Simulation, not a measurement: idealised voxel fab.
The process module that follows is named voxel spacer lines.
Shown is cross-section cut, with a width of 220 nm and square cells of size 5 nm.
Cross-section spec: square-cell grid; bands listed top down; each band is one or more rows. Each band's line starts with the height of the band's top and of its bottom, in nm. Then come its materials from left to right, each with its width in nm. One material with "everywhere" fills the band from edge to edge. "blank" is empty space. Height 0 is the level under which the wafer as received is all one material. The lowest band goes on downwards, as in "0..down". Top row gets the first number, bottom row gets the second, and each row in between changes by the same step: that is how a band width like "30->40" works. Take "nothing altered" at face value: in the step it is given for, the cross-section changed in none of its cells. "Trapped cavities" - sealed voids, min. 8 cells, no opening to top; format: width x height at distance (distance from left edge; nm throughout). That trailing text on a step's line, after the settings, is the simulator's own remark on the step. "overlay nm" answers the question of how far to the right of plan the mask lay on a step that has a mask, and when it is negative the answer is to the left.
**Set out below are the planned steps of the process**
1) op RECEIVE | material Si
2) op CONFORMAL_DEP | material Al2O3 | thk nm 5
3) op DIRECTIONAL_DEP | material SiN | thk nm 15
4) op DIRECTIONAL_DEP | material polySi | thk nm 25
5) op PATTERN | tone cover | mask id MANDREL | material resist | width nm 20 | pitch nm 70 | thk nm 35 | overlay nm 0
6) op DIRECTIONAL_ETCH | etch materials polySi | depth nm 25
7) op STRIP | etch materials resist
8) op CONFORMAL_DEP | material SiO2 | thk nm 15
9) op DIRECTIONAL_ETCH | etch materials SiO2 | depth nm 15
10) op STRIP | etch materials polySi
11) op DIRECTIONAL_ETCH | etch materials SiN | depth nm 15
12) op STRIP | etch materials SiO2
13) op FILL_DEP | material lowk | thk nm 10
14) op CMP | height nm 20
**The cross-section here shows the wafer as received, i.e. in its state after step 1**
0..down | Si everywhere
Trapped cavities: none
**As-planned run: cross-section of the first of two wafers at end of module**
20..5 | lowk (50); SiN (15); lowk (20); SiN (15); lowk (20); SiN (15); lowk (20); SiN (15); lowk (50)
5..0 | Al2O3 everywhere
0..down | Si everywhere
Trapped cavities: none
**Wafer two (of two), end-of-module cross-section: start = wafer one, plan = wafer one, one run mistake**
20..5 | lowk (45); SiN (15); lowk (30); SiN (15); lowk (10); SiN (15); lowk (30); SiN (15); lowk (45)
5..0 | Al2O3 everywhere
0..down | Si everywhere
Trapped cavities: none
Finding, execution versus plan: contrary to plan, step 5 was performed as op PATTERN | tone cover | mask id MANDREL | material resist | width nm 30 | pitch nm 70 | thk nm 35 | overlay nm 0
End check, second vs first wafer: material counts in cells match, positions do not.
